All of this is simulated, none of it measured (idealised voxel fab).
Process module, titled voxel wiring stack
Cross-sectional view cut (width: 185 nm; square cell size: 5 nm).
A cross-section is written here as square cells arranged in a grid, and it is given in bands from the top down, each band taking up one or more rows of cells.
The band entry comprises the height of the band's top followed by the height of its bottom, expressed in nm, and subsequently the band's materials from left to right, each stated together with its width in nm. Where a single material is marked with the word "edge to edge", that material fills the band from edge to edge. The word "air" represents empty space.
Beneath 0, the wafer as received is one material, and that level is where height counting begins. The lowest band goes on downward without a bottom; it is written like "0..down".
A width such as "30 to 40" changes by the same amount from each row of cells to the next, from the band's top row to its bottom row.
It should be understood that the words "identical to before", when stated for a given step, signify that the cross-section underwent no change in any of its cells during that step.
Empty spaces counting at least 8 cells and having no open way to the top are listed in "Enclosed voids". The notation width x height at distance is used for each, the distance being from the left edge and all three values in nm.
Text after the settings on a step's line: the simulator's own remark on that step.
The line of a step may include "overlay nm". On a step with a mask, this value is how far to the right of its planned place the mask lay. A negative value means the mask lay to the left.
# Intended process steps
- 1: RECEIVE, material Si
- 2: CONFORMAL_DEP, material SiO2, thk nm 10
- 3: CONFORMAL_DEP, material SiCN, thk nm 5
- 4: DIRECTIONAL_DEP, material SiO2, thk nm 20
- 5: PATTERN, tone open, mask id METAL_1, material resist, width nm 25, pitch nm 40, thk nm 15, overlay nm 0
- 6: DIRECTIONAL_ETCH, etch materials SiO2, depth nm 20
- 7: DIRECTIONAL_ETCH, etch materials SiCN, depth nm 5
- 8: STRIP, etch materials resist
- 9: CONFORMAL_DEP, material TiN, thk nm 5
- 10: FILL_DEP, material Cu, thk nm 5
- 11: CMP, height nm 35
- 12: CONFORMAL_DEP, material SiCN, thk nm 5
- 13: DIRECTIONAL_DEP, material SiO2, thk nm 30
- 14: MASKED_ETCH, tone open, mask id METAL_2_HOLES, width nm 15, pitch nm 80, etch materials SiO2, depth nm 30, overlay nm 0
- 15: MASKED_ETCH, tone open, mask id METAL_2, width nm 25, pitch nm 40, etch materials SiO2, depth nm 20, overlay nm 0
- 16: MASKED_ETCH, tone open, mask id METAL_2, width nm 25, pitch nm 40, etch materials SiCN, depth nm 5, overlay nm 0
- 17: CONFORMAL_DEP, material TiN, thk nm 5
- 18: FILL_DEP, material Cu, thk nm 10
- 19: CMP, height nm 70
- 20: CONFORMAL_DEP, material SiN, thk nm 5
# Received-state cross-section, reflecting completion of step 1
* 0..down: Si edge to edge
* Enclosed voids: none
# Sectioned view, first of two wafers, at the close of the module, processed as intended in the plan
* 75..70: SiN edge to edge
* 70..55: SiO2 20 nm / TiN 5 nm / Cu 15 nm / TiN 5 nm / SiO2 15 nm / TiN 5 nm / Cu 15 nm / TiN 5 nm / SiO2 15 nm / TiN 5 nm / Cu 15 nm / TiN 5 nm / SiO2 15 nm / TiN 5 nm / Cu 15 nm / TiN 5 nm / SiO2 20 nm
* 55..50: SiO2 20 nm / TiN 5 nm / Cu 5 nm / TiN 15 nm / SiO2 15 nm / TiN 25 nm / SiO2 15 nm / TiN 5 nm / Cu 5 nm / TiN 15 nm / SiO2 15 nm / TiN 25 nm / SiO2 20 nm
* 50..40: SiO2 20 nm / TiN 5 nm / Cu 5 nm / TiN 5 nm / SiO2 65 nm / TiN 5 nm / Cu 5 nm / TiN 5 nm / SiO2 70 nm
* 40..35: SiCN 20 nm / TiN 15 nm / SiCN 65 nm / TiN 15 nm / SiCN 70 nm
* 35..15: SiO2 20 nm / TiN 5 nm / Cu 15 nm / TiN 5 nm / SiO2 15 nm / TiN 5 nm / Cu 15 nm / TiN 5 nm / SiO2 15 nm / TiN 5 nm / Cu 15 nm / TiN 5 nm / SiO2 15 nm / TiN 5 nm / Cu 15 nm / TiN 5 nm / SiO2 20 nm
* 15..10: SiCN 20 nm / TiN 25 nm / SiCN 15 nm / TiN 25 nm / SiCN 15 nm / TiN 25 nm / SiCN 15 nm / TiN 25 nm / SiCN 20 nm
* 10..0: SiO2 edge to edge
* 0..down: Si edge to edge
* Enclosed voids: none
# End-of-module cross-section of the second wafer: identical starting point and process plan to the first, with one processing mistake
* 75..70: SiN edge to edge
* 70..55: SiO2 20 nm / TiN 5 nm / Cu 15 nm / TiN 5 nm / SiO2 15 nm / TiN 5 nm / Cu 15 nm / TiN 5 nm / SiO2 15 nm / TiN 5 nm / Cu 15 nm / TiN 5 nm / SiO2 15 nm / TiN 5 nm / Cu 15 nm / TiN 5 nm / SiO2 20 nm
* 55..50: SiO2 20 nm / TiN 5 nm / Cu 5 nm / TiN 15 nm / SiO2 15 nm / TiN 25 nm / SiO2 15 nm / TiN 5 nm / Cu 5 nm / TiN 15 nm / SiO2 15 nm / TiN 25 nm / SiO2 20 nm
* 50..40: SiO2 20 nm / TiN 5 nm / Cu 5 nm / TiN 5 nm / SiO2 65 nm / TiN 5 nm / Cu 5 nm / TiN 5 nm / SiO2 70 nm
* 40..35: SiCN 20 nm / TiN 15 nm / SiCN 65 nm / TiN 15 nm / SiCN 70 nm
* 35..15: Cu 15 nm / TiN 5 nm / SiO2 25 nm / TiN 5 nm / Cu 5 nm / TiN 5 nm / SiO2 25 nm / TiN 5 nm / Cu 5 nm / TiN 5 nm / SiO2 25 nm / TiN 5 nm / Cu 5 nm / TiN 5 nm / SiO2 25 nm / TiN 5 nm / Cu 15 nm
* 15..10: TiN 20 nm / SiCN 25 nm / TiN 15 nm / SiCN 25 nm / TiN 15 nm / SiCN 25 nm / TiN 15 nm / SiCN 25 nm / TiN 20 nm
* 10..0: SiO2 edge to edge
* 0..down: Si edge to edge
* Enclosed voids: none
Finding, execution versus plan: step 5 ran differently from the plan; actual operation with settings: PATTERN, tone cover, mask id METAL_1, material resist, width nm 25, pitch nm 40, thk nm 15, overlay nm 0
Final cells, second wafer relative to first, materials higher or lower: Cu: 12 fewer | SiCN: 3 more | SiO2: 12 more | TiN: 3 fewer
